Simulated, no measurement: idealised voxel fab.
voxel capacitor over wiring: a process module
It is cross-section cut that appears here, measuring 155 nm in width, its square cells being 5 nm in size.
This document writes a cross-section as a grid whose cells are square, and gives it as bands, listed from the top down; one or more rows of cells form a band. Heights first: top, then bottom, in nm. Then materials, left to right, each with a width in nm. "throughout" on a single material: fills the band edge to edge. "blank": empty space. Zero point of the height axis is 0; under it, received wafer = one material. Lowest band: continues down indefinitely, "top 0, no bottom". Width spec "30->40" -> top row of cells at first value, bottom row at second value, equal per-row change in between. "nothing different", as given for a step, is the statement that not any cell of the cross-section underwent a change during that step. If an empty space has no open way to the top and is at least 8 cells in size, "Voids, fully enclosed" lists it, written width x height at distance, where distance is measured from the left edge and every value is in nm. Past the settings on a step's line: simulator remark, on that step. overlay nm: for a step with a mask, the amount by which the mask lay right of where it was planned; a negative amount means left of it.

## Steps in the process plan
| 1 | RECEIVE (material Si) |
| 2 | CONFORMAL_DEP (material SiO2; thk nm 10) |
| 3 | CONFORMAL_DEP (material SiCN; thk nm 5) |
| 4 | DIRECTIONAL_DEP (material SiO2; thk nm 25) |
| 5 | MASKED_ETCH (tone open; mask id METAL_1; width nm 25; pitch nm 95; etch materials SiO2; depth nm 25; overlay nm 0) |
| 6 | MASKED_ETCH (tone open; mask id METAL_1; width nm 25; pitch nm 95; etch materials SiCN; depth nm 5; overlay nm 0) |
| 7 | CONFORMAL_DEP (material TiN; thk nm 5) |
| 8 | FILL_DEP (material Cu; thk nm 5) |
| 9 | CMP (height nm 40) |
| 10 | EPI (material Ru; thk nm 5) |
| 11 | FILL_DEP (material SiCN; thk nm 5) |
| 12 | DIRECTIONAL_DEP (material SiO2; thk nm 20) |
| 13 | MASKED_ETCH (tone open; mask id PLUG_1; width nm 15; etch materials SiO2; depth nm 20; overlay nm 0) |
| 14 | MASKED_ETCH (tone open; mask id PLUG_1; width nm 15; etch materials SiCN; depth nm 5; overlay nm 0) |
| 15 | CONFORMAL_DEP (material TiN; thk nm 5) |
| 16 | FILL_DEP (material Ru; thk nm 10) |
| 17 | CMP (height nm 70) |
| 18 | DIRECTIONAL_DEP (material TiN; thk nm 5) |
| 19 | DIRECTIONAL_DEP (material SiN; thk nm 5) |
| 20 | DIRECTIONAL_DEP (material TiN; thk nm 5) |
| 21 | DIRECTIONAL_DEP (material aC; thk nm 15) |
| 22 | PATTERN (tone cover; mask id UPPER_PLATE; material resist; width nm 75; thk nm 35; overlay nm 0) |
| 23 | DIRECTIONAL_ETCH (etch materials aC; depth nm 15) |
| 24 | STRIP (etch materials resist) |
| 25 | DIRECTIONAL_ETCH (etch materials TiN; depth nm 5) |
| 26 | DIRECTIONAL_ETCH (etch materials SiN; depth nm 5) |
| 27 | STRIP (etch materials aC) |
| 28 | MASKED_ETCH (tone cover; mask id LOWER_PLATE; width nm 85; etch materials TiN; depth nm 5; overlay nm 0) |
| 29 | FILL_DEP (material SiO2; thk nm 20) |
| 30 | CMP (height nm 100) |
| 31 | MASKED_ETCH (tone open; mask id PLUG_2; width nm 15; etch materials SiO2; depth nm 15; overlay nm 0) |
| 32 | CONFORMAL_DEP (material TiN; thk nm 5) |
| 33 | FILL_DEP (material Cu; thk nm 5) |
| 34 | CMP (height nm 100) |
| 35 | CONFORMAL_DEP (material SiCN; thk nm 5) |

## Cross-section, incoming material, after step 1
top 0, no bottom = Si throughout
Voids, fully enclosed: none

## Cross-section, first of two wafers, end of module, run as planned
top 105, bottom 100 = SiCN throughout
top 100, bottom 90 = SiO2 35; TiN 5; Cu 5; TiN 5; SiO2 105
top 90, bottom 80 = SiO2 35->25; TiN 15->75; SiO2 105->55
top 80, bottom 75 = SiO2 25; SiN 75; SiO2 55
top 75, bottom 70 = SiO2 20; TiN 85; SiO2 50
top 70, bottom 50 = SiO2 25; TiN 5; Ru 5; TiN 5; SiO2 115
top 50, bottom 45 = SiCN 25; TiN 15; SiCN 115
top 45, bottom 40 = SiCN 10; Ru 35; SiCN 60; Ru 35; SiCN 15
top 40, bottom 15 = SiO2 15; TiN 5; Cu 15; TiN 5; SiO2 70; TiN 5; Cu 15; TiN 5; SiO2 20
top 15, bottom 10 = SiCN 15; TiN 25; SiCN 70; TiN 25; SiCN 20
top 10, bottom 0 = SiO2 throughout
top 0, no bottom = Si throughout
Voids, fully enclosed: none

## Cross-sectional view: second of two wafers, end of module; start and plan identical to the first, one mistake in running
top 105, bottom 100 = SiCN throughout
top 100, bottom 90 = SiO2 35; TiN 5; Cu 5; TiN 5; SiO2 105
top 90, bottom 85 = SiO2 35; TiN 15; SiO2 105
top 85, bottom 80 = SiO2 20; TiN 5; SiO2 75; TiN 5; SiO2 50
top 80, bottom 75 = SiN 25; SiO2 75; SiN 55
top 75, bottom 70 = TiN throughout
top 70, bottom 50 = SiO2 25; TiN 5; Ru 5; TiN 5; SiO2 115
top 50, bottom 45 = SiCN 25; TiN 15; SiCN 115
top 45, bottom 40 = SiCN 10; Ru 35; SiCN 60; Ru 35; SiCN 15
top 40, bottom 15 = SiO2 15; TiN 5; Cu 15; TiN 5; SiO2 70; TiN 5; Cu 15; TiN 5; SiO2 20
top 15, bottom 10 = SiCN 15; TiN 25; SiCN 70; TiN 25; SiCN 20
top 10, bottom 0 = SiO2 throughout
top 0, no bottom = Si throughout
Voids, fully enclosed: none
So what did we get wrong on this run? for step 22, the planned setting was not used; the step was instead run as PATTERN (tone open; mask id UPPER_PLATE; material resist; width nm 75; thk nm 35; overlay nm 0)
End of process, cell counts, second wafer against first, materials with more or fewer: SiN: 1 more, SiO2: 2 fewer, TiN: 1 more
